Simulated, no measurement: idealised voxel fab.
The process module presented herein is designated voxel air gaps.
For reference, the cross-section in this document is cut, with width 265 nm and square cells of 5 nm.
Just so we're on the same page, the cross-sections are grids of square cells, and they're listed out in bands top to bottom, each band one or more rows deep. For a band, the entry starts with two heights in nm, that of the top and then that of the bottom, and carries on with the band's materials in order from left to right, each alongside its width in nm; the word "full width" beside a single material means it fills the band edge to edge, and "blank" means empty space. Measure heights from 0. That's the level where, below it, the as-received wafer is all one material. The lowest band is bottomless and extends downward; write it as in "z 0 and below". Read "30 to 40" as a graded width: first number on top, second number at the bottom, same change between each pair of neighbouring rows. "left unchanged" means the step left every cell of the cross-section as it was. Empty spaces counting at least 8 cells and having no open way to the top are listed in "Enclosed internal voids". The notation width x height at distance is used for each, the distance being from the left edge and all three values in nm. If you see something after the settings on a step's line, that's the simulator's own remark about that step. For masked steps, "overlay nm" on the step line gives how far right of plan the mask actually lay; a minus sign means it lay to the left.
Set out below are the planned steps of the process:
1 RECEIVE,material Si
2 CONFORMAL_DEP,material SiO2,thk nm 15
3 CONFORMAL_DEP,material SiCN,thk nm 5
4 DIRECTIONAL_DEP,material lowk,thk nm 35
5 MASKED_ETCH,tone open,mask id LINES,width nm 20,pitch nm 50,etch materials lowk,depth nm 35,overlay nm 0
6 CONFORMAL_DEP,material TiN,thk nm 5
7 FILL_DEP,material Ru,thk nm 5
8 CMP,height nm 55
9 EPI,material Ru,thk nm 10
10 SELECTIVE_ETCH,etch materials lowk,depth nm 45
11 CONFORMAL_DEP,material SiCN,thk nm 5
Incoming wafer in cross-section (state: after step 1):
- z 0 and below = Si full width
- Enclosed internal voids: none
First wafer of two, sectioned at end of module; run went per plan:
- z 70 to 65 = blank: 55, SiCN: 150, blank: 60
- z 65 to 55 = blank: 55, SiCN: 5, Ru: 40, SiCN: 10, Ru: 40, SiCN: 10, Ru: 40, SiCN: 5, blank: 60
- z 55 to 50 = blank: 55, SiCN: 15, TiN: 5, Ru: 10, TiN: 5, SiCN: 30, TiN: 5, Ru: 10, TiN: 5, SiCN: 30, TiN: 5, Ru: 10, TiN: 5, SiCN: 15, blank: 60
- z 50 to 25 = blank: 65, SiCN: 5, TiN: 5, Ru: 10, TiN: 5, SiCN: 5, blank: 20, SiCN: 5, TiN: 5, Ru: 10, TiN: 5, SiCN: 5, blank: 20, SiCN: 5, TiN: 5, Ru: 10, TiN: 5, SiCN: 5, blank: 70
- z 25 to 20 = SiCN: 70, TiN: 20, SiCN: 30, TiN: 20, SiCN: 30, TiN: 20, SiCN: 75
- z 20 to 15 = SiCN full width
- z 15 to 0 = SiO2 full width
- z 0 and below = Si full width
- Enclosed internal voids: 20 x 25 at 95; 20 x 25 at 145
Cross-sectional image of the second wafer of the two following completion of the module. Starting state and process plan were the same as for the first wafer; one execution error occurred:
- z 70 to 65 = blank: 60, SiCN: 150, blank: 55
- z 65 to 55 = blank: 60, SiCN: 5, Ru: 40, SiCN: 10, Ru: 40, SiCN: 10, Ru: 40, SiCN: 5, blank: 55
- z 55 to 50 = blank: 60, SiCN: 15, TiN: 5, Ru: 10, TiN: 5, SiCN: 30, TiN: 5, Ru: 10, TiN: 5, SiCN: 30, TiN: 5, Ru: 10, TiN: 5, SiCN: 15, blank: 55
- z 50 to 25 = blank: 70, SiCN: 5, TiN: 5, Ru: 10, TiN: 5, SiCN: 5, blank: 20, SiCN: 5, TiN: 5, Ru: 10, TiN: 5, SiCN: 5, blank: 20, SiCN: 5, TiN: 5, Ru: 10, TiN: 5, SiCN: 5, blank: 65
- z 25 to 20 = SiCN: 75, TiN: 20, SiCN: 30, TiN: 20, SiCN: 30, TiN: 20, SiCN: 70
- z 20 to 15 = SiCN full width
- z 15 to 0 = SiO2 full width
- z 0 and below = Si full width
- Enclosed internal voids: 20 x 25 at 100; 20 x 25 at 150
Run error: note that step 5 departed from the planned setting and was carried out as MASKED_ETCH,tone open,mask id LINES,width nm 20,pitch nm 50,etch materials lowk,depth nm 35,overlay nm 5
The two final wafers agree on how many cells each material fills and disagree on which cells those are.
